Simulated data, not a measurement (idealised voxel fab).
The following is a process module called voxel fin reveal.
cross-section cut | 180 nm wide | cells 5 nm
A cross-section is written here as square cells arranged in a grid, and it is given in bands from the top down, each band taking up one or more rows of cells.
A band entry consists of two parts. The first gives the height of the band's top and the height of its bottom, in nm. The rest lists the band's materials from left to right, each with its width in nm. A single material labelled with the word "throughout" fills the band from edge to edge, and the word "blank" marks empty space.
Heights are reckoned from 0. Under this level, the received wafer is all of one material. The bottommost band is open-ended downward, for example "0 -> down".
The two numbers in a width such as "30->40" mark its ends across the band: the first belongs to the top row of cells, the second to the bottom row, and from each row to the next the width moves by the same amount.
Take "same as before" at face value: in the step it is given for, the cross-section changed in none of its cells.
"Closed void catalog" specifies each empty space that is not open to the top and that occupies no fewer than 8 cells, using the form width x height at distance, the distance measured from the left edge and all three quantities in nm.
Read whatever lies past the settings on a step's line as the simulator's own remark about the step.
"overlay nm", when on a step's line for a step with a mask, measures how far to the right of its planned place the mask lay; a negative measure means to the left.
## The steps planned for the process are as follows
1: RECEIVE, material Si
2: CONFORMAL_DEP, material SiN, thk nm 10
3: DIRECTIONAL_DEP, material aC, thk nm 10
4: PATTERN, tone cover, mask id FINS, material resist, width nm 15, pitch nm 35, thk nm 30, overlay nm 0
5: DIRECTIONAL_ETCH, etch materials aC, depth nm 10
6: STRIP, etch materials resist
7: DIRECTIONAL_ETCH, etch materials SiN, depth nm 10
8: DIRECTIONAL_ETCH, etch materials Si, depth nm 40
9: STRIP, etch materials aC
10: FILL_DEP, material SiO2, thk nm 5
11: CMP, height nm 10
12: SELECTIVE_ETCH, etch materials SiO2, depth nm 25
13: STRIP, etch materials SiN
14: CONFORMAL_DEP, material SiO2, thk nm 5
## Delivered wafer in cross-section: state after step 1
0 -> down  Si throughout
Closed void catalog: none
## The first of the two wafers as seen in cross-section once the module was finished; processing followed the plan
5 -> 0  blank 40; SiO2 25; blank 10; SiO2 25; blank 10; SiO2 25; blank 45
0 -> -10  blank 40; SiO2 5; Si 15; SiO2 5; blank 10; SiO2 5; Si 15; SiO2 5; blank 10; SiO2 5; Si 15; SiO2 5; blank 45
-10 -> -40  SiO2 45; Si 15; SiO2 20; Si 15; SiO2 20; Si 15; SiO2 50
-40 -> down  Si throughout
Closed void catalog: none
## Presented here is a cross-section of the second of the two wafers as it stood at the end of the module. It was started in the same manner and assigned the same plan as the first wafer; however, one mistake was made in its execution
5 -> 0  SiO2 50; blank 5; SiO2 30; blank 5; SiO2 30; blank 5; SiO2 55
0 -> -10  Si 45; SiO2 5; blank 5; SiO2 5; Si 20; SiO2 5; blank 5; SiO2 5; Si 20; SiO2 5; blank 5; SiO2 5; Si 50
-10 -> -40  Si 45; SiO2 15; Si 20; SiO2 15; Si 20; SiO2 15; Si 50
-40 -> down  Si throughout
Closed void catalog: none
The mistake made against the process plan was this: step 4 did not happen as planned, as run it was PATTERN, tone open, mask id FINS, material resist, width nm 15, pitch nm 35, thk nm 30, overlay nm 0
Materials where the second wafer ends with more or fewer cells than the first: Si +144; SiO2 -90
